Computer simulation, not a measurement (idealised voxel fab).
process module | voxel self aligned contacts
The figure presents cross-section cut, which has a width of 260 nm and is divided into square cells with an edge length of 5 nm.
In this document a cross-section is written as a grid of square cells. It is given as a series of bands, listed from the top down, and a band is one or more rows of cells. Quick guide to a band line: top height, bottom height (nm) up front; then every material left to right with its width in nm. Only one material and it's marked "full width"? Then it fills the band edge to edge. And "empty" just means empty space. Height datum 0, below which the as-received substrate wafer is one material. Lowest band open at the bottom, running downward: "0 -> down". A width given as "30..40" starts at the first number in the band's top row and ends at the second number in its bottom row, shifting by an equal amount at every step from row to row. "everything unchanged" (step): cross-section cells unchanged, all of them. This entry, "Sealed-off cavities", enumerates those empty regions of no fewer than 8 cells that possess no open connection to the top. Each region is reported in the form width x height at distance, the distance being taken from the left edge, with all three quantities expressed in nm. after a step's settings: what the simulator itself notes on the step. The optional step-line setting "overlay nm" applies to steps with a mask and quantifies how far to the right of its planned location the mask lay, a negative value indicating leftward placement.
-- Planned process steps
1) RECEIVE | material Si
2) OXIDIZE | depth nm 5
3) DIRECTIONAL_DEP | material polySi | thk nm 20
4) DIRECTIONAL_DEP | material SiN | thk nm 20
5) PATTERN | tone cover | mask id GATE | material resist | width nm 35 | pitch nm 60 | thk nm 15 | overlay nm 0
6) DIRECTIONAL_ETCH | etch materials SiN | depth nm 20
7) DIRECTIONAL_ETCH | etch materials polySi | depth nm 20
8) STRIP | etch materials resist
9) CONFORMAL_DEP | material SiN | thk nm 5
10) DIRECTIONAL_ETCH | etch materials SiN | depth nm 5
11) FILL_DEP | material SiO2 | thk nm 15
12) CMP | height nm 45
13) PATTERN | tone open | mask id CONTACT | material resist | width nm 35 | thk nm 15 | overlay nm 0
14) DIRECTIONAL_ETCH | etch materials SiO2 | depth nm 50
15) STRIP | etch materials resist
16) CONFORMAL_DEP | material TiN | thk nm 5
17) FILL_DEP | material Ru | thk nm 5
18) CMP | height nm 45
19) CONFORMAL_DEP | material SiCN | thk nm 5
Among the wafers covered here, the point of difference is the width nm at step 13; their starting state is shared, and the plan presents the value of the first wafer.
-- Received wafers, first of several: cross-section after step 1
0 -> down = Si full width
Sealed-off cavities: none
-- Below, a row for every wafer. Read it as the end-of-module picture: for each material the wafer shows its cells gained (+) or lost (-) since it was received, and then its closed voids
width nm 35; +9 Ru; -52 Si; +52 SiCN; +88 SiN; +342 SiO2; +25 TiN; +56 polySi; Sealed-off cavities: none
width nm 40; +9 Ru; -52 Si; +52 SiCN; +88 SiN; +341 SiO2; +26 TiN; +56 polySi; Sealed-off cavities: none
width nm 45; +9 Ru; -52 Si; +52 SiCN; +88 SiN; +340 SiO2; +27 TiN; +56 polySi; Sealed-off cavities: none
width nm 50; +9 Ru; -52 Si; +52 SiCN; +88 SiN; +339 SiO2; +28 TiN; +56 polySi; Sealed-off cavities: none
width nm 55; +9 Ru; -52 Si; +52 SiCN; +88 SiN; +338 SiO2; +29 TiN; +56 polySi; Sealed-off cavities: none
width nm 60; +9 Ru; -52 Si; +52 SiCN; +88 SiN; +337 SiO2; +30 TiN; +56 polySi; Sealed-off cavities: none
